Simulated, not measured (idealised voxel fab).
The document below concerns the process module designated voxel self aligned vias.
Cross-section cut: width 240 nm, square cells of 5 nm.
Cross-section, as written here: a square-cell grid given band by band from the top down, where a band holds one or more rows of cells. What a band's entry tells you: where the top is and where the bottom is, as heights in nm, and after that what lies inside, material by material from left to right, each with its width in nm. Empty space is written as the word "air", and a single material marked with the word "full width" occupies the band from edge to edge. Below 0: as-received wafer, all one material; heights counted from there. Lowest band: no bottom, goes on down, written "0 and below". Quick explanation for "30 to 40": the width changes in equal steps down the rows of cells, from the first number in the band's top row to the second number in its bottom row. You'll sometimes find "stayed the same" written for a step, and that's the way of saying that nowhere in the cross-section did a cell change during that step. Closed empty spaces (no open way to the top) of 8 cells or more are what "Fully enclosed voids" lists, each as width x height at distance from the left edge, nm for all three. That trailing text on a step's line, after the settings, is the simulator's own remark on the step. overlay nm: mask offset rightward from planned place, masked step; negative means leftward offset.
The process steps that were planned are listed below:
1,op RECEIVE | material Si
2,op CONFORMAL_DEP | material SiO2 | thk nm 15
3,op CONFORMAL_DEP | material SiCN | thk nm 5
4,op DIRECTIONAL_DEP | material lowk | thk nm 25
5,op DIRECTIONAL_DEP | material aC | thk nm 15
6,op PATTERN | tone open | mask id LINES | material resist | width nm 25 | pitch nm 65 | thk nm 35 | overlay nm 0
7,op DIRECTIONAL_ETCH | etch materials aC | depth nm 15
8,op STRIP | etch materials resist
9,op DIRECTIONAL_ETCH | etch materials lowk | depth nm 25
10,op STRIP | etch materials aC
11,op CONFORMAL_DEP | material TiN | thk nm 5
12,op FILL_DEP | material W | thk nm 5
13,op CMP | height nm 45
14,op SELECTIVE_ETCH | etch materials W Ru TiN | depth nm 10
15,op FILL_DEP | material SiN | thk nm 5
16,op CMP | height nm 45
17,op DIRECTIONAL_DEP | material lowk | thk nm 15
18,op MASKED_ETCH | tone open | mask id VIAS | width nm 35 | pitch nm 130 | etch materials lowk | depth nm 15 | overlay nm 0
19,op MASKED_ETCH | tone open | mask id VIAS | width nm 35 | pitch nm 130 | etch materials SiN | depth nm 10 | overlay nm 0
20,op CONFORMAL_DEP | material TiN | thk nm 5
21,op FILL_DEP | material Cu | thk nm 5
22,op CMP | height nm 60
23,op CONFORMAL_DEP | material SiCN | thk nm 5
Concerning the first of two wafers, which was run in accordance with the plan:
Wafer as received: cross-section following step 1:
> 0 and below | Si full width
> Fully enclosed voids: none
Sectional view: wafer, after step 2:
> 15 down to 0 | SiO2 full width
> All layers under 0 are left as they were.
Sectional view: wafer, after step 3:
> 20 down to 15 | SiCN full width
> All layers under 15 are left as they were.
Sectional view: wafer, after step 4:
> 45 down to 20 | lowk full width
> All layers under 20 are left as they were.
Sectional view: wafer, after step 5:
> 60 down to 45 | aC full width
> All layers under 45 are left as they were.
Sectional view: wafer, after step 6:
> 95 down to 60 | 40 resist  25 air  40 resist  25 air  40 resist  25 air  45 resist
> All layers under 60 are left as they were.
Sectional view: wafer, after step 7:
> 80 down to 60 | 40 resist  25 air  40 resist  25 air  40 resist  25 air  45 resist
> 60 down to 45 | 40 aC  25 air  40 aC  25 air  40 aC  25 air  45 aC
> All layers under 45 are left as they were.
Sectional view: wafer, after step 8:
> 60 down to 45 | 40 aC  25 air  40 aC  25 air  40 aC  25 air  45 aC
> All layers under 45 are left as they were.
Sectional view: wafer, after step 9:
> 60 down to 45 | 40 aC  25 air  40 aC  25 air  40 aC  25 air  45 aC
> 45 down to 20 | 40 lowk  25 air  40 lowk  25 air  40 lowk  25 air  45 lowk
> All layers under 20 are left as they were.
Sectional view: wafer, after step 10:
> 45 down to 20 | 40 lowk  25 air  40 lowk  25 air  40 lowk  25 air  45 lowk
> All layers under 20 are left as they were.
Sectional view: wafer, after step 11:
> 50 down to 45 | 45 TiN  15 air  50 TiN  15 air  50 TiN  15 air  50 TiN
> 45 down to 25 | 40 lowk  5 TiN  15 air  5 TiN  40 lowk  5 TiN  15 air  5 TiN  40 lowk  5 TiN  15 air  5 TiN  45 lowk
> 25 down to 20 | 40 lowk  25 TiN  40 lowk  25 TiN  40 lowk  25 TiN  45 lowk
> All layers under 20 are left as they were.
Sectional view: wafer, after step 12:
> 55 down to 50 | W full width
> 50 down to 45 | 45 TiN  15 W  50 TiN  15 W  50 TiN  15 W  50 TiN
> 45 down to 25 | 40 lowk  5 TiN  15 W  5 TiN  40 lowk  5 TiN  15 W  5 TiN  40 lowk  5 TiN  15 W  5 TiN  45 lowk
> All layers under 25 are left as they were.
Sectional view: wafer, after step 13:
> 45 down to 25 | 40 lowk  5 TiN  15 W  5 TiN  40 lowk  5 TiN  15 W  5 TiN  40 lowk  5 TiN  15 W  5 TiN  45 lowk
> All layers under 25 are left as they were.
Sectional view: wafer, after step 14:
> 45 down to 35 | 40 lowk  25 air  40 lowk  25 air  40 lowk  25 air  45 lowk
> All layers under 35 are left as they were.
Sectional view: wafer, after step 15:
> 50 down to 45 | SiN full width
> 45 down to 35 | 40 lowk  25 SiN  40 lowk  25 SiN  40 lowk  25 SiN  45 lowk
> All layers under 35 are left as they were.
Sectional view: wafer, after step 16:
> 45 down to 35 | 40 lowk  25 SiN  40 lowk  25 SiN  40 lowk  25 SiN  45 lowk
> All layers under 35 are left as they were.
Sectional view: wafer, after step 17:
> 60 down to 45 | lowk full width
> All layers under 45 are left as they were.
Sectional view: wafer, after step 18:
> 60 down to 45 | 35 lowk  35 air  95 lowk  35 air  40 lowk
> All layers under 45 are left as they were.
Sectional view: wafer, after step 19:
> 60 down to 45 | 35 lowk  35 air  95 lowk  35 air  40 lowk
> 45 down to 35 | 40 lowk  25 air  40 lowk  25 SiN  40 lowk  25 air  45 lowk
> All layers under 35 are left as they were.
Sectional view: wafer, after step 20:
> 65 down to 60 | 40 TiN  25 air  105 TiN  25 air  45 TiN
> 60 down to 50 | 35 lowk  5 TiN  25 air  5 TiN  95 lowk  5 TiN  25 air  5 TiN  40 lowk
> 50 down to 45 | 35 lowk  10 TiN  15 air  10 TiN  95 lowk  10 TiN  15 air  10 TiN  40 lowk
> 45 down to 40 | 40 lowk  5 TiN  15 air  5 TiN  40 lowk  25 SiN  40 lowk  5 TiN  15 air  5 TiN  45 lowk
> 40 down to 35 | 40 lowk  25 TiN  40 lowk  25 SiN  40 lowk  25 TiN  45 lowk
> All layers under 35 are left as they were.
Sectional view: wafer, after step 21:
> 70 down to 65 | Cu full width
> 65 down to 60 | 40 TiN  25 Cu  105 TiN  25 Cu  45 TiN
> 60 down to 50 | 35 lowk  5 TiN  25 Cu  5 TiN  95 lowk  5 TiN  25 Cu  5 TiN  40 lowk
> 50 down to 45 | 35 lowk  10 TiN  15 Cu  10 TiN  95 lowk  10 TiN  15 Cu  10 TiN  40 lowk
> 45 down to 40 | 40 lowk  5 TiN  15 Cu  5 TiN  40 lowk  25 SiN  40 lowk  5 TiN  15 Cu  5 TiN  45 lowk
> All layers under 40 are left as they were.
Sectional view: wafer, after step 22:
> 60 down to 50 | 35 lowk  5 TiN  25 Cu  5 TiN  95 lowk  5 TiN  25 Cu  5 TiN  40 lowk
> All layers under 50 are left as they were.
Sectional view: wafer, after step 23:
> 65 down to 60 | SiCN full width
> All layers under 60 are left as they were.
Second of two: same start, same plan, one run error; steps up to and including 2 match the first:
Cross-section of the second wafer when, according to plan, step 3 should have finished:
> 30 down to 15 | SiCN full width
> All layers under 15 are left as they were.
Cross-section of the second wafer when, according to plan, step 4 should have finished:
> 55 down to 30 | lowk full width
> All layers under 30 are left as they were.
Cross-section of the second wafer when, according to plan, step 5 should have finished:
> 70 down to 55 | aC full width
> All layers under 55 are left as they were.
Cross-section of the second wafer when, according to plan, step 6 should have finished:
> 105 down to 70 | 40 resist  25 air  40 resist  25 air  40 resist  25 air  45 resist
> All layers under 70 are left as they were.
Cross-section of the second wafer when, according to plan, step 7 should have finished:
> 90 down to 70 | 40 resist  25 air  40 resist  25 air  40 resist  25 air  45 resist
> 70 down to 55 | 40 aC  25 air  40 aC  25 air  40 aC  25 air  45 aC
> All layers under 55 are left as they were.
Cross-section of the second wafer when, according to plan, step 8 should have finished:
> 70 down to 55 | 40 aC  25 air  40 aC  25 air  40 aC  25 air  45 aC
> All layers under 55 are left as they were.
Cross-section of the second wafer when, according to plan, step 9 should have finished:
> 70 down to 55 | 40 aC  25 air  40 aC  25 air  40 aC  25 air  45 aC
> 55 down to 30 | 40 lowk  25 air  40 lowk  25 air  40 lowk  25 air  45 lowk
> All layers under 30 are left as they were.
Cross-section of the second wafer when, according to plan, step 10 should have finished:
> 55 down to 30 | 40 lowk  25 air  40 lowk  25 air  40 lowk  25 air  45 lowk
> All layers under 30 are left as they were.
Cross-section of the second wafer when, according to plan, step 11 should have finished:
> 60 down to 55 | 45 TiN  15 air  50 TiN  15 air  50 TiN  15 air  50 TiN
> 55 down to 35 | 40 lowk  5 TiN  15 air  5 TiN  40 lowk  5 TiN  15 air  5 TiN  40 lowk  5 TiN  15 air  5 TiN  45 lowk
> 35 down to 30 | 40 lowk  25 TiN  40 lowk  25 TiN  40 lowk  25 TiN  45 lowk
> All layers under 30 are left as they were.
Cross-section of the second wafer when, according to plan, step 12 should have finished:
> 65 down to 60 | W full width
> 60 down to 55 | 45 TiN  15 W  50 TiN  15 W  50 TiN  15 W  50 TiN
> 55 down to 35 | 40 lowk  5 TiN  15 W  5 TiN  40 lowk  5 TiN  15 W  5 TiN  40 lowk  5 TiN  15 W  5 TiN  45 lowk
> All layers under 35 are left as they were.
Cross-section of the second wafer when, according to plan, step 13 should have finished:
> 45 down to 35 | 40 lowk  5 TiN  15 W  5 TiN  40 lowk  5 TiN  15 W  5 TiN  40 lowk  5 TiN  15 W  5 TiN  45 lowk
> All layers under 35 are left as they were.
Cross-section of the second wafer when, according to plan, step 14 should have finished:
> 45 down to 35 | 40 lowk  25 air  40 lowk  25 air  40 lowk  25 air  45 lowk
> All layers under 35 are left as they were.
Cross-section of the second wafer when, according to plan, step 15 should have finished:
> 50 down to 45 | SiN full width
> 45 down to 35 | 40 lowk  25 SiN  40 lowk  25 SiN  40 lowk  25 SiN  45 lowk
> All layers under 35 are left as they were.
Cross-section of the second wafer when, according to plan, step 16 should have finished:
> 45 down to 35 | 40 lowk  25 SiN  40 lowk  25 SiN  40 lowk  25 SiN  45 lowk
> All layers under 35 are left as they were.
Cross-section of the second wafer when, according to plan, step 17 should have finished:
> 60 down to 45 | lowk full width
> All layers under 45 are left as they were.
Cross-section of the second wafer when, according to plan, step 18 should have finished:
> 60 down to 45 | 35 lowk  35 air  95 lowk  35 air  40 lowk
> All layers under 45 are left as they were.
Cross-section of the second wafer when, according to plan, step 19 should have finished:
> 60 down to 45 | 35 lowk  35 air  95 lowk  35 air  40 lowk
> 45 down to 35 | 40 lowk  25 air  40 lowk  25 SiN  40 lowk  25 air  45 lowk
> All layers under 35 are left as they were.
Cross-section of the second wafer when, according to plan, step 20 should have finished:
> 65 down to 60 | 40 TiN  25 air  105 TiN  25 air  45 TiN
> 60 down to 50 | 35 lowk  5 TiN  25 air  5 TiN  95 lowk  5 TiN  25 air  5 TiN  40 lowk
> 50 down to 45 | 35 lowk  10 TiN  15 air  10 TiN  95 lowk  10 TiN  15 air  10 TiN  40 lowk
> 45 down to 40 | 40 lowk  5 TiN  15 air  5 TiN  40 lowk  25 SiN  40 lowk  5 TiN  15 air  5 TiN  45 lowk
> 40 down to 35 | 40 lowk  25 TiN  40 lowk  25 SiN  40 lowk  25 TiN  45 lowk
> All layers under 35 are left as they were.
Cross-section of the second wafer when, according to plan, step 21 should have finished:
> 70 down to 65 | Cu full width
> 65 down to 60 | 40 TiN  25 Cu  105 TiN  25 Cu  45 TiN
> 60 down to 50 | 35 lowk  5 TiN  25 Cu  5 TiN  95 lowk  5 TiN  25 Cu  5 TiN  40 lowk
> 50 down to 45 | 35 lowk  10 TiN  15 Cu  10 TiN  95 lowk  10 TiN  15 Cu  10 TiN  40 lowk
> 45 down to 40 | 40 lowk  5 TiN  15 Cu  5 TiN  40 lowk  25 SiN  40 lowk  5 TiN  15 Cu  5 TiN  45 lowk
> All layers under 40 are left as they were.
Cross-section of the second wafer when, according to plan, step 22 should have finished:
> 60 down to 50 | 35 lowk  5 TiN  25 Cu  5 TiN  95 lowk  5 TiN  25 Cu  5 TiN  40 lowk
> All layers under 50 are left as they were.
Cross-section of the second wafer when, according to plan, step 23 should have finished:
> 65 down to 60 | SiCN full width
> All layers under 60 are left as they were.
What broke from the plan during processing? step 3 ran as: op CONFORMAL_DEP | material SiCN | thk nm 15
Bottom line after processing is that, in cells, the second wafer is up or down on some materials versus the first: +96 SiCN, -12 TiN, -18 W, -66 lowk
